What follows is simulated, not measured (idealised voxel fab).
Process module in this document: voxel lift off
Square cells of 5 nm make up the cross-section cut, whose width is 285 nm.
If you're reading a cross-section in this doc, picture square cells in a grid; it comes to you as bands, top ones listed first down to the bottom, and a band can be one or more rows of cells. Basically the band line says how high the top is and how high the bottom is, in nm, and then what's in it from left to right, every material with its width in nm. Empty space shows up as "blank", and if a single material carries "everywhere" it runs the full band edge to edge. Heights are measured from 0, the level below which the as-received wafer is all one material; the lowest band has no bottom and continues downward, written as in "z 0 and below". The width entry "30 to 40" should be interpreted row by row: the top row of cells in the band takes the first number, the bottom row takes the second number, and the change between adjacent rows is uniform throughout. "no alteration" after a step means that no cell of the cross-section changed. Empty spaces without an open route to the top, at least 8 cells in extent, make up the entry "Sealed void inventory"; each is given as width x height at distance, where the distance is measured from the left edge, and all are in nm. If you see something after the settings on a step's line, that's the simulator's own remark about that step. The optional step-line setting "overlay nm" applies to steps with a mask and quantifies how far to the right of its planned location the mask lay, a negative value indicating leftward placement.
## Below is the list of planned process steps
1. RECEIVE [material Si]
2. CONFORMAL_DEP [material Al2O3] [thk nm 5]
3. PATTERN [tone open] [mask id LINES] [material resist] [width nm 15] [pitch nm 40] [thk nm 25] [overlay nm 0]
4. DIRECTIONAL_DEP [material Ru] [thk nm 15]
5. STRIP [etch materials resist]
6. CONFORMAL_DEP [material SiN] [thk nm 5]
## This is the cross-section of the wafer as we received it, i.e. after step 1
* z 0 and below = Si everywhere
* Sealed void inventory: none
## The following cross-section depicts the wafer upon conclusion of the module. Processing commenced from the starting condition illustrated above and adhered to the plan illustrated above, save for one mistake in execution
* z 35 to 30 = blank: 70; SiN: 25; blank: 15; SiN: 25; blank: 15; SiN: 25; blank: 15; SiN: 25; blank: 70
* z 30 to 20 = blank: 70; SiN: 5; Ru: 15; SiN: 5; blank: 15; SiN: 5; Ru: 15; SiN: 5; blank: 15; SiN: 5; Ru: 15; SiN: 5; blank: 15; SiN: 5; Ru: 15; SiN: 5; blank: 70
* z 20 to 15 = SiN: 75; Ru: 15; SiN: 25; Ru: 15; SiN: 25; Ru: 15; SiN: 25; Ru: 15; SiN: 75
* z 15 to 0 = Al2O3 everywhere
* z 0 and below = Si everywhere
* Sealed void inventory: none
Against the plan, the run slipped here: step 2 off recipe, ran as CONFORMAL_DEP [material Al2O3] [thk nm 15]
